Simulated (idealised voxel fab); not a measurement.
Process module in this document: voxel self aligned vias
Section shown: cut. Width: 235 nm. Cell size: 5 nm, square.
The cross-sections in this document take the form of a grid made of square cells. They are written out as bands, in order from top to bottom. Each band consists of one or more rows of cells.
The band entry comprises the height of the band's top followed by the height of its bottom, expressed in nm, and subsequently the band's materials from left to right, each stated together with its width in nm. Where a single material is marked with the word "full width", that material fills the band from edge to edge. The word "air" represents empty space.
Counting heights begins at 0, where everything beneath is, in the wafer as received, one material. The lowest band has no bottom; it goes on downwards, as "from 0 down" shows.
Graded width ("30..40"): value in top row of band = first number; value in bottom row = second number; row-to-row change constant.
When a step is marked "no alterations made", none of the cells in the cross-section changed during that step.
"Trapped voids" specifies each empty space that is not open to the top and that occupies no fewer than 8 cells, using the form width x height at distance, the distance measured from the left edge and all three quantities in nm.
If you see something after the settings on a step's line, that's the simulator's own remark about that step.
The line of a step may include "overlay nm". On a step with a mask, this value is how far to the right of its planned place the mask lay. A negative value means the mask lay to the left.
-- This section lists the process steps that were planned
| 1 | RECEIVE,material Si |
| 2 | CONFORMAL_DEP,material SiO2,thk nm 10 |
| 3 | CONFORMAL_DEP,material SiCN,thk nm 5 |
| 4 | DIRECTIONAL_DEP,material lowk,thk nm 25 |
| 5 | DIRECTIONAL_DEP,material aC,thk nm 15 |
| 6 | PATTERN,tone open,mask id LINES,material resist,width nm 20,pitch nm 50,thk nm 35,overlay nm 0 |
| 7 | DIRECTIONAL_ETCH,etch materials aC,depth nm 15 |
| 8 | STRIP,etch materials resist |
| 9 | DIRECTIONAL_ETCH,etch materials lowk,depth nm 25 |
| 10 | STRIP,etch materials aC |
| 11 | CONFORMAL_DEP,material TiN,thk nm 5 |
| 12 | FILL_DEP,material Ru,thk nm 5 |
| 13 | CMP,height nm 40 |
| 14 | SELECTIVE_ETCH,etch materials W Ru TiN,depth nm 5 |
| 15 | FILL_DEP,material SiN,thk nm 5 |
| 16 | CMP,height nm 40 |
| 17 | DIRECTIONAL_DEP,material lowk,thk nm 20 |
| 18 | DIRECTIONAL_DEP,material aC,thk nm 15 |
| 19 | PATTERN,tone open,mask id VIAS,material resist,width nm 30,thk nm 30,overlay nm 0 |
| 20 | DIRECTIONAL_ETCH,etch materials aC,depth nm 15 |
| 21 | STRIP,etch materials resist |
| 22 | DIRECTIONAL_ETCH,etch materials lowk,depth nm 20 |
| 23 | DIRECTIONAL_ETCH,etch materials SiN,depth nm 5 |
| 24 | STRIP,etch materials aC |
| 25 | CONFORMAL_DEP,material TiN,thk nm 5 |
| 26 | FILL_DEP,material Ru,thk nm 5 |
| 27 | CMP,height nm 60 |
| 28 | CONFORMAL_DEP,material SiCN,thk nm 5 |
-- Account of the first of two wafers, which was processed as intended
-- Cross-section of the wafer upon arrival, representing the state reached after step 1
from 0 down | Si full width
Trapped voids: none
-- Sectional view: wafer, after step 2
from 10 to 0 | SiO2 full width
Everything under 0 stays put, no change at all.
-- Sectional view: wafer, after step 3
from 15 to 10 | SiCN full width
Everything under 10 stays put, no change at all.
-- Sectional view: wafer, after step 4
from 40 to 15 | lowk full width
Everything under 15 stays put, no change at all.
-- Sectional view: wafer, after step 5
from 55 to 40 | aC full width
Everything under 40 stays put, no change at all.
-- Sectional view: wafer, after step 6
from 90 to 55 | 80 of resist | 20 of air | 30 of resist | 20 of air | 85 of resist
Everything under 55 stays put, no change at all.
-- Sectional view: wafer, after step 7
from 75 to 55 | 80 of resist | 20 of air | 30 of resist | 20 of air | 85 of resist
from 55 to 40 | 80 of aC | 20 of air | 30 of aC | 20 of air | 85 of aC
Everything under 40 stays put, no change at all.
-- Sectional view: wafer, after step 8
from 55 to 40 | 80 of aC | 20 of air | 30 of aC | 20 of air | 85 of aC
Everything under 40 stays put, no change at all.
-- Sectional view: wafer, after step 9
from 55 to 40 | 80 of aC | 20 of air | 30 of aC | 20 of air | 85 of aC
from 40 to 15 | 80 of lowk | 20 of air | 30 of lowk | 20 of air | 85 of lowk
Everything under 15 stays put, no change at all.
-- Sectional view: wafer, after step 10
from 40 to 15 | 80 of lowk | 20 of air | 30 of lowk | 20 of air | 85 of lowk
Everything under 15 stays put, no change at all.
-- Sectional view: wafer, after step 11
from 45 to 40 | 85 of TiN | 10 of air | 40 of TiN | 10 of air | 90 of TiN
from 40 to 20 | 80 of lowk | 5 of TiN | 10 of air | 5 of TiN | 30 of lowk | 5 of TiN | 10 of air | 5 of TiN | 85 of lowk
from 20 to 15 | 80 of lowk | 20 of TiN | 30 of lowk | 20 of TiN | 85 of lowk
Everything under 15 stays put, no change at all.
-- Sectional view: wafer, after step 12
from 50 to 45 | Ru full width
from 45 to 40 | 85 of TiN | 10 of Ru | 40 of TiN | 10 of Ru | 90 of TiN
from 40 to 20 | 80 of lowk | 5 of TiN | 10 of Ru | 5 of TiN | 30 of lowk | 5 of TiN | 10 of Ru | 5 of TiN | 85 of lowk
Everything under 20 stays put, no change at all.
-- Sectional view: wafer, after step 13
from 40 to 20 | 80 of lowk | 5 of TiN | 10 of Ru | 5 of TiN | 30 of lowk | 5 of TiN | 10 of Ru | 5 of TiN | 85 of lowk
Everything under 20 stays put, no change at all.
-- Sectional view: wafer, after step 14
from 40 to 35 | 80 of lowk | 20 of air | 30 of lowk | 20 of air | 85 of lowk
Everything under 35 stays put, no change at all.
-- Sectional view: wafer, after step 15
from 45 to 40 | SiN full width
from 40 to 35 | 80 of lowk | 20 of SiN | 30 of lowk | 20 of SiN | 85 of lowk
Everything under 35 stays put, no change at all.
-- Sectional view: wafer, after step 16
from 40 to 35 | 80 of lowk | 20 of SiN | 30 of lowk | 20 of SiN | 85 of lowk
Everything under 35 stays put, no change at all.
-- Sectional view: wafer, after step 17
from 60 to 40 | lowk full width
Everything under 40 stays put, no change at all.
-- Sectional view: wafer, after step 18
from 75 to 60 | aC full width
Everything under 60 stays put, no change at all.
-- Sectional view: wafer, after step 19
from 105 to 75 | 75 of resist | 30 of air | 130 of resist
Everything under 75 stays put, no change at all.
-- Sectional view: wafer, after step 20
from 90 to 75 | 75 of resist | 30 of air | 130 of resist
from 75 to 60 | 75 of aC | 30 of air | 130 of aC
Everything under 60 stays put, no change at all.
-- Sectional view: wafer, after step 21
from 75 to 60 | 75 of aC | 30 of air | 130 of aC
Everything under 60 stays put, no change at all.
-- Sectional view: wafer, after step 22
from 75 to 60 | 75 of aC | 30 of air | 130 of aC
from 60 to 40 | 75 of lowk | 30 of air | 130 of lowk
Everything under 40 stays put, no change at all.
-- Sectional view: wafer, after step 23
from 75 to 60 | 75 of aC | 30 of air | 130 of aC
from 60 to 40 | 75 of lowk | 30 of air | 130 of lowk
from 40 to 35 | 80 of lowk | 20 of air | 30 of lowk | 20 of SiN | 85 of lowk
Everything under 35 stays put, no change at all.
-- Sectional view: wafer, after step 24
from 60 to 40 | 75 of lowk | 30 of air | 130 of lowk
Everything under 40 stays put, no change at all.
-- Sectional view: wafer, after step 25
from 65 to 60 | 80 of TiN | 20 of air | 135 of TiN
from 60 to 45 | 75 of lowk | 5 of TiN | 20 of air | 5 of TiN | 130 of lowk
from 45 to 40 | 75 of lowk | 10 of TiN | 10 of air | 10 of TiN | 130 of lowk
from 40 to 35 | 80 of lowk | 20 of TiN | 30 of lowk | 20 of SiN | 85 of lowk
Everything under 35 stays put, no change at all.
-- Sectional view: wafer, after step 26
from 70 to 65 | Ru full width
from 65 to 60 | 80 of TiN | 20 of Ru | 135 of TiN
from 60 to 45 | 75 of lowk | 5 of TiN | 20 of Ru | 5 of TiN | 130 of lowk
from 45 to 40 | 75 of lowk | 10 of TiN | 10 of Ru | 10 of TiN | 130 of lowk
Everything under 40 stays put, no change at all.
-- Sectional view: wafer, after step 27
from 60 to 45 | 75 of lowk | 5 of TiN | 20 of Ru | 5 of TiN | 130 of lowk
Everything under 45 stays put, no change at all.
-- Sectional view: wafer, after step 28
from 65 to 60 | SiCN full width
Everything under 60 stays put, no change at all.
-- The second wafer began exactly as the first did and followed the same plan, but one mistake was made while running it; through step 2 inclusive, the two wafers are identical
-- The second wafer cut through, at the time step 3 was supposed to be finished
from 35 to 10 | lowk full width
Everything under 10 stays put, no change at all.
-- The second wafer cut through, at the time step 4 was supposed to be finished
from 40 to 35 | SiCN full width
Everything under 35 stays put, no change at all.
-- The second wafer cut through, at the time step 5 was supposed to be finished
from 55 to 40 | aC full width
Everything under 40 stays put, no change at all.
-- The second wafer cut through, at the time step 6 was supposed to be finished
from 90 to 55 | 80 of resist | 20 of air | 30 of resist | 20 of air | 85 of resist
Everything under 55 stays put, no change at all.
-- The second wafer cut through, at the time step 7 was supposed to be finished
from 75 to 55 | 80 of resist | 20 of air | 30 of resist | 20 of air | 85 of resist
from 55 to 40 | 80 of aC | 20 of air | 30 of aC | 20 of air | 85 of aC
Everything under 40 stays put, no change at all.
-- The second wafer cut through, at the time step 8 was supposed to be finished
from 55 to 40 | 80 of aC | 20 of air | 30 of aC | 20 of air | 85 of aC
Everything under 40 stays put, no change at all.
The second wafer cut through, at the time step 9 was supposed to be finished: no alterations made
-- The second wafer cut through, at the time step 10 was supposed to be finished
from 40 to 35 | SiCN full width
Everything under 35 stays put, no change at all.
-- The second wafer cut through, at the time step 11 was supposed to be finished
from 45 to 40 | TiN full width
Everything under 40 stays put, no change at all.
-- The second wafer cut through, at the time step 12 was supposed to be finished
from 50 to 45 | Ru full width
Everything under 45 stays put, no change at all.
-- The second wafer cut through, at the time step 13 was supposed to be finished
from 40 to 35 | SiCN full width
Everything under 35 stays put, no change at all.
The second wafer cut through, at the time step 14 was supposed to be finished: no alterations made
-- The second wafer cut through, at the time step 15 was supposed to be finished
from 45 to 40 | SiN full width
Everything under 40 stays put, no change at all.
-- The second wafer cut through, at the time step 16 was supposed to be finished
from 40 to 35 | SiCN full width
Everything under 35 stays put, no change at all.
-- The second wafer cut through, at the time step 17 was supposed to be finished
from 60 to 40 | lowk full width
Everything under 40 stays put, no change at all.
-- The second wafer cut through, at the time step 18 was supposed to be finished
from 75 to 60 | aC full width
Everything under 60 stays put, no change at all.
-- The second wafer cut through, at the time step 19 was supposed to be finished
from 105 to 75 | 75 of resist | 30 of air | 130 of resist
Everything under 75 stays put, no change at all.
-- The second wafer cut through, at the time step 20 was supposed to be finished
from 90 to 75 | 75 of resist | 30 of air | 130 of resist
from 75 to 60 | 75 of aC | 30 of air | 130 of aC
Everything under 60 stays put, no change at all.
-- The second wafer cut through, at the time step 21 was supposed to be finished
from 75 to 60 | 75 of aC | 30 of air | 130 of aC
Everything under 60 stays put, no change at all.
-- The second wafer cut through, at the time step 22 was supposed to be finished
from 75 to 60 | 75 of aC | 30 of air | 130 of aC
from 60 to 40 | 75 of lowk | 30 of air | 130 of lowk
Everything under 40 stays put, no change at all.
The second wafer cut through, at the time step 23 was supposed to be finished: no alterations made
-- The second wafer cut through, at the time step 24 was supposed to be finished
from 60 to 40 | 75 of lowk | 30 of air | 130 of lowk
Everything under 40 stays put, no change at all.
-- The second wafer cut through, at the time step 25 was supposed to be finished
from 65 to 60 | 80 of TiN | 20 of air | 135 of TiN
from 60 to 45 | 75 of lowk | 5 of TiN | 20 of air | 5 of TiN | 130 of lowk
from 45 to 40 | 75 of lowk | 30 of TiN | 130 of lowk
Everything under 40 stays put, no change at all.
-- The second wafer cut through, at the time step 26 was supposed to be finished
from 70 to 65 | Ru full width
from 65 to 60 | 80 of TiN | 20 of Ru | 135 of TiN
from 60 to 45 | 75 of lowk | 5 of TiN | 20 of Ru | 5 of TiN | 130 of lowk
Everything under 45 stays put, no change at all.
-- The second wafer cut through, at the time step 27 was supposed to be finished
from 60 to 45 | 75 of lowk | 5 of TiN | 20 of Ru | 5 of TiN | 130 of lowk
Everything under 45 stays put, no change at all.
-- The second wafer cut through, at the time step 28 was supposed to be finished
from 65 to 60 | SiCN full width
Everything under 60 stays put, no change at all.
Misprocessing identified: steps 3 and 4 were swapped
Counted in cells at the end, the second wafer holds more or fewer of these materials than the first: -14 Ru; -4 SiN; -22 TiN; +40 lowk
